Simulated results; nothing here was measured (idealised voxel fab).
Module name: voxel trench capacitor (process module)
Square cell edge 5 nm, section width 160 nm, ID cut.
Notation: cross-section as square-cell grid; stated in bands, top first, going down; one or more cell rows per band.
Band: top height; bottom height; in nm. Then, left to right: material with width in nm, for each material. "all across": a single material spanning edge to edge. "air": empty space.
All heights in this document are referenced to 0, defined as the level beneath which the wafer, as received, consists entirely of one material. The lowest band is not bounded below; it extends indefinitely downward and is written in the form "z 0 and below".
Width "30..40": first value at the band's top row of cells, second value at its bottom row, equal change from row to row.
A step reported as "nothing changed" is a step in which no cell of the cross-section changed.
"Enclosed internal voids" - sealed voids, min. 8 cells, no opening to top; format: width x height at distance (distance from left edge; nm throughout).
Whatever follows a step's settings on its line is a remark the simulator itself makes about that step.
The optional step-line setting "overlay nm" applies to steps with a mask and quantifies how far to the right of its planned location the mask lay, a negative value indicating leftward placement.

### Intended process steps
1. RECEIVE (material Si)
2. CONFORMAL_DEP (material SiN; thk nm 5)
3. DIRECTIONAL_DEP (material aC; thk nm 15)
4. PATTERN (tone open; mask id TRENCH; material resist; width nm 15; pitch nm 35; thk nm 30; overlay nm 0)
5. DIRECTIONAL_ETCH (etch materials aC; depth nm 15)
6. STRIP (etch materials resist)
7. DIRECTIONAL_ETCH (etch materials SiN; depth nm 5)
8. DIRECTIONAL_ETCH (etch materials Si; depth nm 25)
9. STRIP (etch materials aC)
10. CONFORMAL_DEP (material Al2O3; thk nm 5)
11. FILL_DEP (material polySi; thk nm 5)
12. CMP (height nm 5)

### Cross-section of the incoming wafer, state after step 1
- z 0 and below | Si all across
- Enclosed internal voids: none

### Cross-section, first of two wafers, end of module, run as planned
- z 5 to 0 | SiN=55; Al2O3=5; polySi=5; Al2O3=5; SiN=20; Al2O3=5; polySi=5; Al2O3=5; SiN=55
- z 0 to -20 | Si=55; Al2O3=5; polySi=5; Al2O3=5; Si=20; Al2O3=5; polySi=5; Al2O3=5; Si=55
- z -20 to -25 | Si=55; Al2O3=15; Si=20; Al2O3=15; Si=55
- z -25 and below | Si all across
- Enclosed internal voids: none

### This cross-section belongs to the second wafer of two at the end of the module; the start and the plan were shared with the first, and the run included one mistake
- z 5 to 0 | SiN=55; Al2O3=5; polySi=5; Al2O3=5; SiN=20; Al2O3=5; polySi=5; Al2O3=5; SiN=55
- z 0 to -45 | Si=55; Al2O3=5; polySi=5; Al2O3=5; Si=20; Al2O3=5; polySi=5; Al2O3=5; Si=55
- z -45 to -50 | Si=55; Al2O3=15; Si=20; Al2O3=15; Si=55
- z -50 and below | Si all across
- Enclosed internal voids: none
Which mistake was made when the wafer was run? step 8 of the plan was performed twice
The second wafer ends with more or fewer cells of some materials than the first, per final count: +20 Al2O3, -30 Si, +10 polySi
